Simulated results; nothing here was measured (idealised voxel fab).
Process module name: voxel self aligned contacts
Pictured: cross-section cut, 200 nm wide, on a grid of 5 nm square cells.
Each cross-section below is a grid of square cells, stated as bands in top-down order, with one or more rows of cells making up each band. The band entry comprises the height of the band's top followed by the height of its bottom, expressed in nm, and subsequently the band's materials from left to right, each stated together with its width in nm. Where a single material is marked with the word "full width", that material fills the band from edge to edge. The word "empty" represents empty space. Heights are expressed relative to 0, this being the level below which the as-received wafer comprises one material exclusively. The lowest band is unbounded in the downward direction and is denoted as in "0 -> down". Top row gets the first number, bottom row gets the second, and each row in between changes by the same step: that is how a band width like "30 to 40" works. It should be understood that the words "no alteration", when stated for a given step, signify that the cross-section underwent no change in any of its cells during that step. The list in "Tabulated closed voids" covers empty spaces of 8 cells or more that cannot reach the top through any open way, and it gives each as width x height at distance; the distance is from the left edge, and width, height and distance are in nm. after a step's settings: what the simulator itself notes on the step. "overlay nm", when on a step's line for a step with a mask, measures how far to the right of its planned place the mask lay; a negative measure means to the left.
-- Process steps (planned)
| 1 | RECEIVE with material Si |
| 2 | OXIDIZE with depth nm 5 |
| 3 | DIRECTIONAL_DEP with material polySi, thk nm 25 |
| 4 | DIRECTIONAL_DEP with material SiN, thk nm 20 |
| 5 | MASKED_ETCH with tone cover, mask id GATE, width nm 25, pitch nm 70, etch materials SiN, depth nm 20, overlay nm 0 |
| 6 | MASKED_ETCH with tone cover, mask id GATE, width nm 25, pitch nm 70, etch materials polySi, depth nm 25, overlay nm 0 |
| 7 | CONFORMAL_DEP with material SiN, thk nm 10 |
| 8 | DIRECTIONAL_ETCH with etch materials SiN, depth nm 10 |
| 9 | FILL_DEP with material SiO2, thk nm 15 |
| 10 | CMP with height nm 55 |
| 11 | DIRECTIONAL_DEP with material aC, thk nm 10 |
| 12 | PATTERN with tone open, mask id CONTACT, material resist, width nm 55, pitch nm 70, thk nm 25, overlay nm 0 |
| 13 | DIRECTIONAL_ETCH with etch materials aC, depth nm 10 |
| 14 | STRIP with etch materials resist |
| 15 | DIRECTIONAL_ETCH with etch materials SiO2, depth nm 60 |
| 16 | STRIP with etch materials aC |
| 17 | CONFORMAL_DEP with material TiN, thk nm 5 |
| 18 | FILL_DEP with material W, thk nm 5 |
| 19 | CMP with height nm 55 |
| 20 | CONFORMAL_DEP with material SiCN, thk nm 5 |
-- The following pertains to the first of two wafers, which was processed as planned
-- Step 1 complete: cross-section of the wafer as received
  0 -> down  Si full width
  Tabulated closed voids: none
-- Cross-section of the wafer after step 2
  0 -> -5  SiO2 full width
  Unchanged below -5.
-- Cross-section of the wafer after step 3
  25 -> 0  polySi full width
  Unchanged below 0.
-- Cross-section of the wafer after step 4
  45 -> 25  SiN full width
  Unchanged below 25.
-- Cross-section of the wafer after step 5
  45 -> 25  15 of empty  25 of SiN  45 of empty  25 of SiN  45 of empty  25 of SiN  20 of empty
  Unchanged below 25.
-- Cross-section of the wafer after step 6
  45 -> 25  15 of empty  25 of SiN  45 of empty  25 of SiN  45 of empty  25 of SiN  20 of empty
  25 -> 0  15 of empty  25 of polySi  45 of empty  25 of polySi  45 of empty  25 of polySi  20 of empty
  Unchanged below 0.
-- Cross-section of the wafer after step 7
  55 -> 25  5 of empty  45 of SiN  25 of empty  45 of SiN  25 of empty  45 of SiN  10 of empty
  25 -> 10  5 of empty  10 of SiN  25 of polySi  10 of SiN  25 of empty  10 of SiN  25 of polySi  10 of SiN  25 of empty  10 of SiN  25 of polySi  10 of SiN  10 of empty
  10 -> 0  15 of SiN  25 of polySi  45 of SiN  25 of polySi  45 of SiN  25 of polySi  20 of SiN
  Unchanged below 0.
-- Cross-section of the wafer after step 8
  45 -> 25  5 of empty  45 of SiN  25 of empty  45 of SiN  25 of empty  45 of SiN  10 of empty
  25 -> 0  5 of empty  10 of SiN  25 of polySi  10 of SiN  25 of empty  10 of SiN  25 of polySi  10 of SiN  25 of empty  10 of SiN  25 of polySi  10 of SiN  10 of empty
  Unchanged below 0.
-- Cross-section of the wafer after step 9
  60 -> 45  SiO2 full width
  45 -> 25  5 of SiO2  45 of SiN  25 of SiO2  45 of SiN  25 of SiO2  45 of SiN  10 of SiO2
  25 -> 0  5 of SiO2  10 of SiN  25 of polySi  10 of SiN  25 of SiO2  10 of SiN  25 of polySi  10 of SiN  25 of SiO2  10 of SiN  25 of polySi  10 of SiN  10 of SiO2
  Unchanged below 0.
-- Cross-section of the wafer after step 10
  55 -> 45  SiO2 full width
  Unchanged below 45.
-- Cross-section of the wafer after step 11
  65 -> 55  aC full width
  Unchanged below 55.
-- Cross-section of the wafer after step 12
  90 -> 65  35 of resist  55 of empty  15 of resist  55 of empty  40 of resist
  Unchanged below 65.
-- Cross-section of the wafer after step 13
  80 -> 65  35 of resist  55 of empty  15 of resist  55 of empty  40 of resist
  65 -> 55  35 of aC  55 of empty  15 of aC  55 of empty  40 of aC
  Unchanged below 55.
-- Cross-section of the wafer after step 14
  65 -> 55  35 of aC  55 of empty  15 of aC  55 of empty  40 of aC
  Unchanged below 55.
-- Cross-section of the wafer after step 15
  65 -> 55  35 of aC  55 of empty  15 of aC  55 of empty  40 of aC
  55 -> 45  35 of SiO2  55 of empty  15 of SiO2  55 of empty  40 of SiO2
  45 -> 25  5 of SiO2  45 of SiN  25 of empty  45 of SiN  25 of empty  45 of SiN  10 of SiO2
  25 -> 0  5 of SiO2  10 of SiN  25 of polySi  10 of SiN  25 of empty  10 of SiN  25 of polySi  10 of SiN  25 of empty  10 of SiN  25 of polySi  10 of SiN  10 of SiO2
  0 -> -5  50 of SiO2  25 of empty  45 of SiO2  25 of empty  55 of SiO2
  Unchanged below -5.
-- Cross-section of the wafer after step 16
  55 -> 45  35 of SiO2  55 of empty  15 of SiO2  55 of empty  40 of SiO2
  Unchanged below 45.
-- Cross-section of the wafer after step 17
  60 -> 55  40 of TiN  45 of empty  25 of TiN  45 of empty  45 of TiN
  55 -> 45  35 of SiO2  5 to 20 of TiN  45 to 15 of empty  5 to 20 of TiN  15 of SiO2  5 to 20 of TiN  45 to 15 of empty  5 to 20 of TiN  40 of SiO2
  45 -> 25  5 of SiO2  45 of SiN  5 of TiN  15 of empty  5 of TiN  45 of SiN  5 of TiN  15 of empty  5 of TiN  45 of SiN  10 of SiO2
  25 -> 0  5 of SiO2  10 of SiN  25 of polySi  10 of SiN  5 of TiN  15 of empty  5 of TiN  10 of SiN  25 of polySi  10 of SiN  5 of TiN  15 of empty  5 of TiN  10 of SiN  25 of polySi  10 of SiN  10 of SiO2
  0 -> -5  50 of SiO2  25 of TiN  45 of SiO2  25 of TiN  55 of SiO2
  Unchanged below -5.
-- Cross-section of the wafer after step 18
  65 -> 60  W full width
  60 -> 55  40 of TiN  45 of W  25 of TiN  45 of W  45 of TiN
  55 -> 45  35 of SiO2  5 to 20 of TiN  45 to 15 of W  5 to 20 of TiN  15 of SiO2  5 to 20 of TiN  45 to 15 of W  5 to 20 of TiN  40 of SiO2
  45 -> 25  5 of SiO2  45 of SiN  5 of TiN  15 of W  5 of TiN  45 of SiN  5 of TiN  15 of W  5 of TiN  45 of SiN  10 of SiO2
  25 -> 0  5 of SiO2  10 of SiN  25 of polySi  10 of SiN  5 of TiN  15 of W  5 of TiN  10 of SiN  25 of polySi  10 of SiN  5 of TiN  15 of W  5 of TiN  10 of SiN  25 of polySi  10 of SiN  10 of SiO2
  Unchanged below 0.
-- Cross-section of the wafer after step 19
  55 -> 45  35 of SiO2  5 to 20 of TiN  45 to 15 of W  5 to 20 of TiN  15 of SiO2  5 to 20 of TiN  45 to 15 of W  5 to 20 of TiN  40 of SiO2
  Unchanged below 45.
-- Cross-section of the wafer after step 20
  60 -> 55  SiCN full width
  Unchanged below 55.
-- Second wafer - shared start and plan with the first - one error in running - same as the first up to step 4 inclusive
-- Second wafer cross-section, taken as of the time the plan sets for step 5 to be done
  45 -> 25  15 of empty  30 of SiN  40 of empty  30 of SiN  40 of empty  30 of SiN  15 of empty
  Unchanged below 25.
-- Second wafer cross-section, taken as of the time the plan sets for step 6 to be done
  45 -> 25  15 of empty  30 of SiN  40 of empty  30 of SiN  40 of empty  30 of SiN  15 of empty
  25 -> 0  15 of empty  30 of polySi  40 of empty  30 of polySi  40 of empty  30 of polySi  15 of empty
  Unchanged below 0.
-- Second wafer cross-section, taken as of the time the plan sets for step 7 to be done
  55 -> 25  5 of empty  50 of SiN  20 of empty  50 of SiN  20 of empty  50 of SiN  5 of empty
  25 -> 10  5 of empty  10 of SiN  30 of polySi  10 of SiN  20 of empty  10 of SiN  30 of polySi  10 of SiN  20 of empty  10 of SiN  30 of polySi  10 of SiN  5 of empty
  10 -> 0  15 of SiN  30 of polySi  40 of SiN  30 of polySi  40 of SiN  30 of polySi  15 of SiN
  Unchanged below 0.
-- Second wafer cross-section, taken as of the time the plan sets for step 8 to be done
  45 -> 25  5 of empty  50 of SiN  20 of empty  50 of SiN  20 of empty  50 of SiN  5 of empty
  25 -> 0  5 of empty  10 of SiN  30 of polySi  10 of SiN  20 of empty  10 of SiN  30 of polySi  10 of SiN  20 of empty  10 of SiN  30 of polySi  10 of SiN  5 of empty
  Unchanged below 0.
-- Second wafer cross-section, taken as of the time the plan sets for step 9 to be done
  60 -> 45  SiO2 full width
  45 -> 25  5 of SiO2  50 of SiN  20 of SiO2  50 of SiN  20 of SiO2  50 of SiN  5 of SiO2
  25 -> 0  5 of SiO2  10 of SiN  30 of polySi  10 of SiN  20 of SiO2  10 of SiN  30 of polySi  10 of SiN  20 of SiO2  10 of SiN  30 of polySi  10 of SiN  5 of SiO2
  Unchanged below 0.
-- Second wafer cross-section, taken as of the time the plan sets for step 10 to be done
  55 -> 45  SiO2 full width
  Unchanged below 45.
-- Second wafer cross-section, taken as of the time the plan sets for step 11 to be done
  65 -> 55  aC full width
  Unchanged below 55.
-- Second wafer cross-section, taken as of the time the plan sets for step 12 to be done
  90 -> 65  35 of resist  55 of empty  15 of resist  55 of empty  40 of resist
  Unchanged below 65.
-- Second wafer cross-section, taken as of the time the plan sets for step 13 to be done
  80 -> 65  35 of resist  55 of empty  15 of resist  55 of empty  40 of resist
  65 -> 55  35 of aC  55 of empty  15 of aC  55 of empty  40 of aC
  Unchanged below 55.
-- Second wafer cross-section, taken as of the time the plan sets for step 14 to be done
  65 -> 55  35 of aC  55 of empty  15 of aC  55 of empty  40 of aC
  Unchanged below 55.
-- Second wafer cross-section, taken as of the time the plan sets for step 15 to be done
  65 -> 55  35 of aC  55 of empty  15 of aC  55 of empty  40 of aC
  55 -> 45  35 of SiO2  55 of empty  15 of SiO2  55 of empty  40 of SiO2
  45 -> 25  5 of SiO2  50 of SiN  20 of empty  50 of SiN  20 of empty  50 of SiN  5 of SiO2
  25 -> 0  5 of SiO2  10 of SiN  30 of polySi  10 of SiN  20 of empty  10 of SiN  30 of polySi  10 of SiN  20 of empty  10 of SiN  30 of polySi  10 of SiN  5 of SiO2
  0 -> -5  55 of SiO2  20 of empty  50 of SiO2  20 of empty  55 of SiO2
  Unchanged below -5.
-- Second wafer cross-section, taken as of the time the plan sets for step 16 to be done
  55 -> 45  35 of SiO2  55 of empty  15 of SiO2  55 of empty  40 of SiO2
  Unchanged below 45.
-- Second wafer cross-section, taken as of the time the plan sets for step 17 to be done
  60 -> 55  40 of TiN  45 of empty  25 of TiN  45 of empty  45 of TiN
  55 -> 45  35 of SiO2  5 to 25 of TiN  45 to 10 of empty  5 to 20 of TiN  15 of SiO2  5 to 25 of TiN  45 to 10 of empty  5 to 20 of TiN  40 of SiO2
  45 -> 25  5 of SiO2  50 of SiN  5 of TiN  10 of empty  5 of TiN  50 of SiN  5 of TiN  10 of empty  5 of TiN  50 of SiN  5 of SiO2
  25 -> 0  5 of SiO2  10 of SiN  30 of polySi  10 of SiN  5 of TiN  10 of empty  5 of TiN  10 of SiN  30 of polySi  10 of SiN  5 of TiN  10 of empty  5 of TiN  10 of SiN  30 of polySi  10 of SiN  5 of SiO2
  0 -> -5  55 of SiO2  20 of TiN  50 of SiO2  20 of TiN  55 of SiO2
  Unchanged below -5.
-- Second wafer cross-section, taken as of the time the plan sets for step 18 to be done
  65 -> 60  W full width
  60 -> 55  40 of TiN  45 of W  25 of TiN  45 of W  45 of TiN
  55 -> 45  35 of SiO2  5 to 25 of TiN  45 to 10 of W  5 to 20 of TiN  15 of SiO2  5 to 25 of TiN  45 to 10 of W  5 to 20 of TiN  40 of SiO2
  45 -> 25  5 of SiO2  50 of SiN  5 of TiN  10 of W  5 of TiN  50 of SiN  5 of TiN  10 of W  5 of TiN  50 of SiN  5 of SiO2
  25 -> 0  5 of SiO2  10 of SiN  30 of polySi  10 of SiN  5 of TiN  10 of W  5 of TiN  10 of SiN  30 of polySi  10 of SiN  5 of TiN  10 of W  5 of TiN  10 of SiN  30 of polySi  10 of SiN  5 of SiO2
  Unchanged below 0.
-- Second wafer cross-section, taken as of the time the plan sets for step 19 to be done
  55 -> 45  35 of SiO2  5 to 25 of TiN  45 to 10 of W  5 to 20 of TiN  15 of SiO2  5 to 25 of TiN  45 to 10 of W  5 to 20 of TiN  40 of SiO2
  Unchanged below 45.
-- Second wafer cross-section, taken as of the time the plan sets for step 20 to be done
  60 -> 55  SiCN full width
  Unchanged below 55.
What broke from the plan during processing? step 5 deviated from plan and actually ran as MASKED_ETCH with tone cover, mask id GATE, width nm 30, pitch nm 70, etch materials SiN, depth nm 20, overlay nm 0
Wrapping up, a cell-based count of both wafers puts the second over or under the first for these materials: SiN: 12 more, SiO2: 7 fewer, W: 20 fewer, polySi: 15 more
